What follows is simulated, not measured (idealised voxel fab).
Title: Process Module voxel fin reveal
For reference, the cross-section in this document is cut, with width 245 nm and square cells of 5 nm.
A cross-section is a grid of square cells, given in bands from the top down. A band is one or more rows of cells. In this notation a band is specified by the heights of its top and bottom, in that order and in nm, after which its materials appear from left to right, each paired with its width in nm. The word "edge to edge" attached to a single material means that material fills the band from edge to edge; the word "air" stands for empty space. It should be noted that heights are counted from 0, beneath which the wafer as supplied is of one material throughout, and that the lowest band possesses no lower boundary but continues downward, as written in "0 nm and below". With a width like "30->40", each row of cells in the band differs from the next by the same amount, the top row carrying the first number and the bottom row the second. Reading "stayed the same" for a step: not a cell of the cross-section changed in it. Entry "Closed void roster". Content: empty spaces with no open connection to the top, size 8 cells or greater. Each: width x height at distance. Distance: from left edge. Unit: nm. Formally, on a step line, whatever follows the settings is a remark that the simulator itself makes on the step. The "overlay nm" setting may appear on a step's line; for a step that uses a mask, it gives how far to the right of its planned position the mask lay, and a negative value indicates the left.
[Set out below are the planned steps of the process]
1: RECEIVE, material Si
2: CONFORMAL_DEP, material SiN, thk nm 10
3: MASKED_ETCH, tone cover, mask id FINS, width nm 15, pitch nm 40, etch materials SiN, depth nm 10, overlay nm 0
4: MASKED_ETCH, tone cover, mask id FINS, width nm 15, pitch nm 40, etch materials Si, depth nm 35, overlay nm 0
5: OXIDIZE, depth nm 5
6: FILL_DEP, material SiO2, thk nm 15
7: CMP, height nm 10
8: SELECTIVE_ETCH, etch materials SiO2, depth nm 30
9: STRIP, etch materials SiN
[Shown in cross-section is the wafer as received, that is, as it stands after step 1]
* 0 nm and below  Si edge to edge
* Closed void roster: none
[End state of the module in cross-section, given the above starting point and plan and one mistake in execution]
* 10 nm to 0 nm  95 nm air | 15 nm SiN | 25 nm air | 15 nm SiN | 95 nm air
* 0 nm to -40 nm  100 nm air | 5 nm Si | 35 nm air | 5 nm Si | 100 nm air
* -40 nm and below  Si edge to edge
* Closed void roster: none
Where did the run depart from the plan? note that step 9 departed from the planned setting and was carried out as STRIP, etch materials SiO2
